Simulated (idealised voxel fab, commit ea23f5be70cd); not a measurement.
Herein follows the process module entitled voxel tone inversion.
For reference, the cross-section in this document is cut, with width 155 nm and square cells of 5 nm.
A cross-section in this document is a grid of square cells, and it is written down as bands, the top band listed before the ones below it; a band is made up of one or more rows of cells. Read a band's entry like this: the first values are the height of its top and the height of its bottom in nm, and what follows is the sequence of materials from left to right, each with its width in nm. Note that "blank" is empty space, and that a single material marked "edge to edge" reaches across the band from edge to edge. Height datum 0, below which the as-received substrate wafer is one material. Lowest band open at the bottom, running downward: "top 0, no bottom". Width "30 to 40": first value at the band's top row of cells, second value at its bottom row, equal change from row to row. Given "remains unaltered" for a step, no cell of the cross-section differs between before and after that step. What "Closed void list" gives you is every empty space of 8 cells or more that is cut off from the top. Each appears as width x height at distance, with the distance taken from the left edge and width, height and distance all in nm. Where a step's line continues beyond its settings, the continuation is a remark by the simulator itself on that step. "overlay nm", when on a step's line for a step with a mask, measures how far to the right of its planned place the mask lay; a negative measure means to the left.
The steps planned for the process are as follows
- 1: op RECEIVE | material Si
- 2: op CONFORMAL_DEP | material SiN | thk nm 5
- 3: op DIRECTIONAL_DEP | material polySi | thk nm 25
- 4: op PATTERN | tone cover | mask id POSTS | material resist | width nm 25 | pitch nm 50 | thk nm 35 | overlay nm 0
- 5: op DIRECTIONAL_ETCH | etch materials polySi | depth nm 25
- 6: op STRIP | etch materials resist
- 7: op FILL_DEP | material lowk | thk nm 5
- 8: op CMP | height nm 30
- 9: op STRIP | etch materials polySi
- 10: op CONFORMAL_DEP | material TiN | thk nm 5
- 11: op FILL_DEP | material Ru | thk nm 10
- 12: op CMP | height nm 30
- 13: op CONFORMAL_DEP | material SiN | thk nm 5
Cross-section of the wafer as it came to us, i.e., already through step 1
  top 0, no bottom = Si edge to edge
  Closed void list: none
Cross-section at module end, one run error; start and plan unchanged from above
  top 35, bottom 30 = SiN edge to edge
  top 30, bottom 20 = lowk 15 nm, TiN 5 nm, Ru 15 nm, TiN 5 nm, lowk 25 nm, TiN 5 nm, Ru 15 nm, TiN 5 nm, lowk 25 nm, TiN 5 nm, Ru 15 nm, TiN 5 nm, lowk 15 nm
  top 20, bottom 15 = lowk 15 nm, TiN 25 nm, lowk 25 nm, TiN 25 nm, lowk 25 nm, TiN 25 nm, lowk 15 nm
  top 15, bottom 0 = SiN edge to edge
  top 0, no bottom = Si edge to edge
  Closed void list: none
Finding, execution versus plan: rather than as planned, step 2 actually ran as op CONFORMAL_DEP | material SiN | thk nm 15
